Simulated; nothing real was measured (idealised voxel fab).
process module | voxel released beams
cross-section cut | 150 nm wide | cells 5 nm
A cross-section is a grid of square cells, given in bands from the top down. A band is one or more rows of cells.
Each band's line starts with the height of the band's top and of its bottom, in nm. Then come its materials from left to right, each with its width in nm. One material with "throughout" fills the band from edge to edge. "air" is empty space.
Height 0 is the level under which the wafer as received is all one material. The lowest band goes on downwards, as in "0 down".
A width such as "30 to 40" changes by the same amount from each row of cells to the next, from the band's top row to its bottom row.
"no change" after a step means that no cell of the cross-section changed.
closed voids: empty space of 8 cells or more with no open way to the top, each as width x height at its distance from the left edge, in nm
after a step's settings: what the simulator itself notes on the step
overlay nm, on a step with a mask: how far to the right of its planned place the mask lay; to the left if negative
plan
1 op RECEIVE | material Si
2 op CONFORMAL_DEP | material Al2O3 | thk nm 5
3 op DIRECTIONAL_DEP | material SiO2 | thk nm 10
4 op PATTERN | tone open | mask id ANCHOR | material resist | width nm 25 | thk nm 20 | overlay nm 0
5 op DIRECTIONAL_ETCH | etch materials SiO2 | depth nm 10
6 op STRIP | etch materials resist
7 op CONFORMAL_DEP | material SiN | thk nm 10
8 op PATTERN | tone cover | mask id BEAM | material resist | width nm 110 | thk nm 15 | overlay nm 0
9 op DIRECTIONAL_ETCH | etch materials SiN | depth nm 10
10 op STRIP | etch materials resist
11 op STRIP | etch materials SiO2
first wafer, as planned
as received, after step 1
  0 down: Si throughout
  closed voids: none
after step 2
  5 to 0: Al2O3 throughout
  below 0: unchanged
after step 3
  15 to 5: SiO2 throughout
  below 5: unchanged
after step 4
  35 to 15: resist 20 | air 25 | resist 105
  below 15: unchanged
after step 5
  35 to 15: resist 20 | air 25 | resist 105
  15 to 5: SiO2 20 | air 25 | SiO2 105
  below 5: unchanged
after step 6
  15 to 5: SiO2 20 | air 25 | SiO2 105
  below 5: unchanged
after step 7
  25 to 15: SiN 30 | air 5 | SiN 115
  15 to 5: SiO2 20 | SiN 25 | SiO2 105
  below 5: unchanged
after step 8
  40 to 25: air 15 | resist 110 | air 25
  25 to 15: SiN 30 | resist 5 | SiN 115
  below 15: unchanged
after step 9
  40 to 25: air 15 | resist 110 | air 25
  25 to 15: air 15 | SiN 15 | resist 5 | SiN 90 | air 25
  below 15: unchanged
after step 10
  25 to 15: air 15 | SiN 15 | air 5 | SiN 90 | air 25
  below 15: unchanged
after step 11
  25 to 15: air 15 | SiN 15 | air 5 | SiN 90 | air 25
  15 to 5: air 20 | SiN 25 | air 105
  below 5: unchanged
second wafer: like start, like plan, one mistake. Through step 8 it matches the first wafer
when step 9 should have ended
  40 to 25: air 15 | resist 110 | air 25
  25 to 20: air 15 | SiN 15 | resist 5 | SiN 90 | air 25
  below 20: unchanged
when step 10 should have ended
  25 to 20: air 15 | SiN 15 | air 5 | SiN 90 | air 25
  20 to 15: SiN 30 | air 5 | SiN 115
  below 15: unchanged
when step 11 should have ended: no change
what went wrong: step 9 ran as: op DIRECTIONAL_ETCH | etch materials SiN | depth nm 5
at the end the second wafer has, in cells: 8 more of SiN | 50 more of SiO2
